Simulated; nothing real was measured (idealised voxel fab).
The process module that follows is named voxel ribs on slabs.
This is section cut - it's 265 nm across, gridded in 5 nm square cells.
Cross-section layout: square cells on a grid; listed as bands, top to bottom; a band spans one or more cell rows.
Top, bottom (nm), then materials left to right with widths (nm); lone material tagged "throughout" fills the whole band edge to edge; "air" = empty space.
Below 0: as-received wafer, all one material; heights counted from there. Lowest band: no bottom, goes on down, written "0 down".
The two numbers in a width such as "30..40" mark its ends across the band: the first belongs to the top row of cells, the second to the bottom row, and from each row to the next the width moves by the same amount.
"no alteration", as given for a step, is the statement that not any cell of the cross-section underwent a change during that step.
If an empty space has no open way to the top and is at least 8 cells in size, "Enclosed internal voids" lists it, written width x height at distance, where distance is measured from the left edge and every value is in nm.
Post-settings text on a step line: simulator's own remark regarding the step.
overlay nm: mask right of planned place by this much (step with mask). Neg. = left.

## List of planned process steps
1. RECEIVE,material Si
2. DIRECTIONAL_DEP,material SiO2,thk nm 30
3. DIRECTIONAL_DEP,material SiN,thk nm 25
4. PATTERN,tone cover,mask id RIB,material resist,width nm 20,thk nm 15,overlay nm 0
5. DIRECTIONAL_ETCH,etch materials SiN,depth nm 15
6. STRIP,etch materials resist
7. PATTERN,tone cover,mask id SLAB,material resist,width nm 70,thk nm 20,overlay nm 0
8. DIRECTIONAL_ETCH,etch materials SiN,depth nm 10
9. STRIP,etch materials resist
10. FILL_DEP,material SiO2,thk nm 15
11. CMP,height nm 65
12. DIRECTIONAL_DEP,material W,thk nm 5
13. PATTERN,tone cover,mask id HEATER,material resist,width nm 30,thk nm 15,overlay nm 0
14. DIRECTIONAL_ETCH,etch materials W,depth nm 5
15. STRIP,etch materials resist
16. CONFORMAL_DEP,material SiO2,thk nm 10

## Shown in cross-section is the wafer as received, that is, as it stands after step 1
> 0 down | Si throughout
> Enclosed internal voids: none

## first wafer at the end, as planned
> 80 to 75 | 105 nm air, 50 nm SiO2, 110 nm air
> 75 to 70 | SiO2 throughout
> 70 to 65 | 115 nm SiO2, 30 nm W, 120 nm SiO2
> 65 to 55 | SiO2 throughout
> 55 to 40 | 120 nm SiO2, 20 nm SiN, 125 nm SiO2
> 40 to 30 | 95 nm SiO2, 70 nm SiN, 100 nm SiO2
> 30 to 0 | SiO2 throughout
> 0 down | Si throughout
> Enclosed internal voids: none

## Second wafer through the module, sectioned at the end: same beginning and same plan as the first wafer, with one mistake in carrying it out
> 80 to 75 | 105 nm air, 55 nm SiO2, 105 nm air
> 75 to 70 | SiO2 throughout
> 70 to 65 | 115 nm SiO2, 35 nm W, 115 nm SiO2
> 65 to 55 | SiO2 throughout
> 55 to 40 | 120 nm SiO2, 20 nm SiN, 125 nm SiO2
> 40 to 30 | 95 nm SiO2, 70 nm SiN, 100 nm SiO2
> 30 to 0 | SiO2 throughout
> 0 down | Si throughout
> Enclosed internal voids: none
Error vs. plan: contrary to plan, step 13 was performed as PATTERN,tone cover,mask id HEATER,material resist,width nm 35,thk nm 15,overlay nm 0
Final cells, second wafer relative to first, materials higher or lower: W +1
